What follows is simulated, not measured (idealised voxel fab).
Documented hereafter: the process module known as voxel self aligned contacts.
This is section cut - it's 170 nm across, gridded in 5 nm square cells.
Notation: cross-section as square-cell grid; stated in bands, top first, going down; one or more cell rows per band.
It is stipulated that each band's entry specify, in nanometres, the height of the top of the band and then that of its bottom, followed by the materials of the band in left-to-right sequence, each together with its width in nanometres. A single material marked by the word "all across" is understood to fill the band from edge to edge; the word "blank" is understood to denote empty space.
Ref level 0: as-received wafer is one material below here. Bottom band extends down with no lower bound ("0..down").
So if you see something like "30..40" for the width, read it as the top row of the band sitting at the first number and the bottom row at the second, with every row in between moving by the same amount as the last.
Step note "remained the same" = no cross-section cell changed.
"Closed void register" enumerates empty spaces isolated from the top, with no open way to it, that contain at least 8 cells, giving each as width x height at distance from the left edge, all three in nm.
Step line, after settings: the simulator's comment on this step.
What "overlay nm" on a step's line means: if the step has a mask, that mask lay this far to the right of its planned place, or, when the value is negative, to the left.
# So here's the lineup of process steps we planned
1 RECEIVE (material Si)
2 CONFORMAL_DEP (material SiO2; thk nm 5)
3 DIRECTIONAL_DEP (material polySi; thk nm 30)
4 DIRECTIONAL_DEP (material SiN; thk nm 20)
5 MASKED_ETCH (tone cover; mask id GATE; width nm 35; pitch nm 70; etch materials SiN; depth nm 20; overlay nm 0)
6 MASKED_ETCH (tone cover; mask id GATE; width nm 35; pitch nm 70; etch materials polySi; depth nm 30; overlay nm 0)
7 CONFORMAL_DEP (material SiN; thk nm 5)
8 DIRECTIONAL_ETCH (etch materials SiN; depth nm 5)
9 FILL_DEP (material SiO2; thk nm 20)
10 CMP (height nm 65)
11 MASKED_ETCH (tone open; mask id CONTACT; width nm 45; etch materials SiO2; depth nm 65; overlay nm 0)
12 CONFORMAL_DEP (material TiN; thk nm 5)
13 FILL_DEP (material Ru; thk nm 10)
14 CMP (height nm 65)
15 CONFORMAL_DEP (material SiCN; thk nm 5)
# Cross-section, incoming material, after step 1
0..down | Si all across
Closed void register: none
# First wafer of two, sectioned at end of module; run went per plan
70..65 | SiCN all across
65..55 | 60 nm SiO2 | 5..15 nm TiN | 35..15 nm Ru | 5..15 nm TiN | 65 nm SiO2
55..35 | 25 nm SiO2 | 45 nm SiN | 5 nm TiN | 15 nm Ru | 5 nm TiN | 45 nm SiN | 30 nm SiO2
35..5 | 25 nm SiO2 | 5 nm SiN | 35 nm polySi | 5 nm SiN | 5 nm TiN | 15 nm Ru | 5 nm TiN | 5 nm SiN | 35 nm polySi | 5 nm SiN | 30 nm SiO2
5..0 | 70 nm SiO2 | 25 nm TiN | 75 nm SiO2
0..down | Si all across
Closed void register: none
# Wafer two cross-section, module end. Start and plan unchanged from wafer one; one mistake made during the run
70..65 | SiCN all across
65..55 | 70 nm SiO2 | 5 nm TiN | 35..15 nm Ru | 5..25 nm TiN | 55 nm SiO2
55..35 | 25 nm SiO2 | 45 nm SiN | 5 nm TiN | 15 nm Ru | 5 nm TiN | 45 nm SiN | 30 nm SiO2
35..5 | 25 nm SiO2 | 5 nm SiN | 35 nm polySi | 5 nm SiN | 5 nm TiN | 15 nm Ru | 5 nm TiN | 5 nm SiN | 35 nm polySi | 5 nm SiN | 30 nm SiO2
5..0 | 70 nm SiO2 | 25 nm TiN | 75 nm SiO2
0..down | Si all across
Closed void register: none
Run error: so step 11 ended up running with a different setting than we planned, it ran as MASKED_ETCH (tone open; mask id CONTACT; width nm 45; etch materials SiO2; depth nm 65; overlay nm 10)
At the end, the second wafer has the same number of cells of each material as the first, but those cells sit in other places.
